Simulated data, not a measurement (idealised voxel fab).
process module | voxel wiring stack
cross-section cut | 215 nm wide | cells 5 nm
A cross-section is a grid of square cells, given in bands from the top down. A band is one or more rows of cells.
Each band's line starts with the height of the band's top and of its bottom, in nm. Then come its materials from left to right, each with its width in nm. One material with "throughout" fills the band from edge to edge. "air" is empty space.
Height 0 is the level under which the wafer as received is all one material. The lowest band goes on downwards, as in "0 down".
A width such as "30 to 40" changes by the same amount from each row of cells to the next, from the band's top row to its bottom row.
"no change" after a step means that no cell of the cross-section changed.
closed voids: empty space of 8 cells or more with no open way to the top, each as width x height at its distance from the left edge, in nm
after a step's settings: what the simulator itself notes on the step
overlay nm, on a step with a mask: how far to the right of its planned place the mask lay; to the left if negative
plan
1 op RECEIVE | material Si
2 op CONFORMAL_DEP | material SiO2 | thk nm 15
3 op DIRECTIONAL_DEP | material TiN | thk nm 5
4 op DIRECTIONAL_DEP | material Ru | thk nm 20
5 op PATTERN | tone cover | mask id METAL_1 | material resist | width nm 20 | pitch nm 45 | thk nm 15 | overlay nm 0
6 op DIRECTIONAL_ETCH | etch materials Ru | depth nm 20
7 op DIRECTIONAL_ETCH | etch materials TiN | depth nm 5
8 op STRIP | etch materials resist
9 op FILL_DEP | material lowk | thk nm 5
10 op CMP | height nm 40
11 op CONFORMAL_DEP | material SiCN | thk nm 5
12 op DIRECTIONAL_DEP | material SiO2 | thk nm 35
13 op PATTERN | tone open | mask id METAL_2 | material resist | width nm 20 | pitch nm 45 | thk nm 20 | overlay nm 0
14 op DIRECTIONAL_ETCH | etch materials SiO2 | depth nm 20
15 op STRIP | etch materials resist
16 op DIRECTIONAL_DEP | material aC | thk nm 15
17 op PATTERN | tone open | mask id METAL_2_HOLES | material resist | width nm 15 | pitch nm 90 | thk nm 35 | overlay nm -15
18 op DIRECTIONAL_ETCH | etch materials aC | depth nm 15
19 op STRIP | etch materials resist
20 op DIRECTIONAL_ETCH | etch materials SiO2 | depth nm 15
21 op DIRECTIONAL_ETCH | etch materials SiCN | depth nm 5
22 op STRIP | etch materials aC
23 op CONFORMAL_DEP | material TiN | thk nm 5
24 op FILL_DEP | material Cu | thk nm 5
25 op CMP | height nm 80
26 op CONFORMAL_DEP | material SiN | thk nm 5
varied across the wafers: overlay nm of step 17. The plan shows the first wafer's value. All wafers start alike
first wafer as received, after step 1
  0 down: Si throughout
  closed voids: none
first wafer at the end, after step 26
  85 to 80: SiN throughout
  80 to 70: SiO2 15 | TiN 5 | Cu 25 | TiN 5 | SiO2 25 | TiN 5 | Cu 10 | TiN 5 | SiO2 10 | TiN 5 | Cu 25 | TiN 5 | SiO2 25 | TiN 5 | Cu 10 | TiN 5 | SiO2 30
  70 to 65: SiO2 15 | TiN 20 | Cu 10 | TiN 5 | SiO2 25 | TiN 5 | Cu 10 | TiN 5 | SiO2 10 | TiN 20 | Cu 10 | TiN 5 | SiO2 25 | TiN 5 | Cu 10 | TiN 5 | SiO2 30
  65 to 60: SiO2 30 | TiN 20 | SiO2 25 | TiN 20 | SiO2 25 | TiN 20 | SiO2 25 | TiN 20 | SiO2 30
  60 to 45: SiO2 throughout
  45 to 40: SiCN throughout
  40 to 20: lowk 30 | Ru 20 | lowk 25 | Ru 20 | lowk 25 | Ru 20 | lowk 25 | Ru 20 | lowk 30
  20 to 15: lowk 30 | TiN 20 | lowk 25 | TiN 20 | lowk 25 | TiN 20 | lowk 25 | TiN 20 | lowk 30
  15 to 0: SiO2 throughout
  0 down: Si throughout
  closed voids: none
last wafer at the end
  85 to 80: SiN throughout
  80 to 70: SiO2 30 | TiN 5 | Cu 20 | TiN 5 | SiO2 15 | TiN 5 | Cu 10 | TiN 5 | SiO2 25 | TiN 5 | Cu 20 | TiN 5 | SiO2 15 | TiN 5 | Cu 10 | TiN 5 | SiO2 30
  70 to 65: SiO2 30 | TiN 5 | Cu 10 | TiN 15 | SiO2 15 | TiN 5 | Cu 10 | TiN 5 | SiO2 25 | TiN 5 | Cu 10 | TiN 15 | SiO2 15 | TiN 5 | Cu 10 | TiN 5 | SiO2 30
  65 to 60: SiO2 30 | TiN 20 | SiO2 25 | TiN 20 | SiO2 25 | TiN 20 | SiO2 25 | TiN 20 | SiO2 30
  60 to 45: SiO2 45 | TiN 5 | SiO2 85 | TiN 5 | SiO2 75
  45 to 40: SiCN 45 | TiN 5 | SiCN 85 | TiN 5 | SiCN 75
  40 to 20: lowk 30 | Ru 20 | lowk 25 | Ru 20 | lowk 25 | Ru 20 | lowk 25 | Ru 20 | lowk 30
  20 to 15: lowk 30 | TiN 20 | lowk 25 | TiN 20 | lowk 25 | TiN 20 | lowk 25 | TiN 20 | lowk 30
  15 to 0: SiO2 throughout
  0 down: Si throughout
  closed voids: none
each wafer at the end: cells of each material gained (+) or lost (-) since it was received, then its closed voids
overlay nm -15 | +36 Cu | +64 Ru | +43 SiCN | +43 SiN | +348 SiO2 | +62 TiN | +135 lowk | closed voids: none
overlay nm -10 | +32 Cu | +64 Ru | +41 SiCN | +43 SiN | +348 SiO2 | +68 TiN | +135 lowk | closed voids: none
overlay nm -5 | +28 Cu | +64 Ru | +39 SiCN | +43 SiN | +348 SiO2 | +74 TiN | +135 lowk | closed voids: none
overlay nm 0 | +32 Cu | +64 Ru | +37 SiCN | +43 SiN | +348 SiO2 | +72 TiN | +135 lowk | closed voids: none
overlay nm 5 | +32 Cu | +64 Ru | +37 SiCN | +43 SiN | +348 SiO2 | +72 TiN | +135 lowk | closed voids: none
overlay nm 10 | +28 Cu | +64 Ru | +39 SiCN | +43 SiN | +348 SiO2 | +74 TiN | +135 lowk | closed voids: none
overlay nm 15 | +32 Cu | +64 Ru | +41 SiCN | +43 SiN | +348 SiO2 | +68 TiN | +135 lowk | closed voids: none
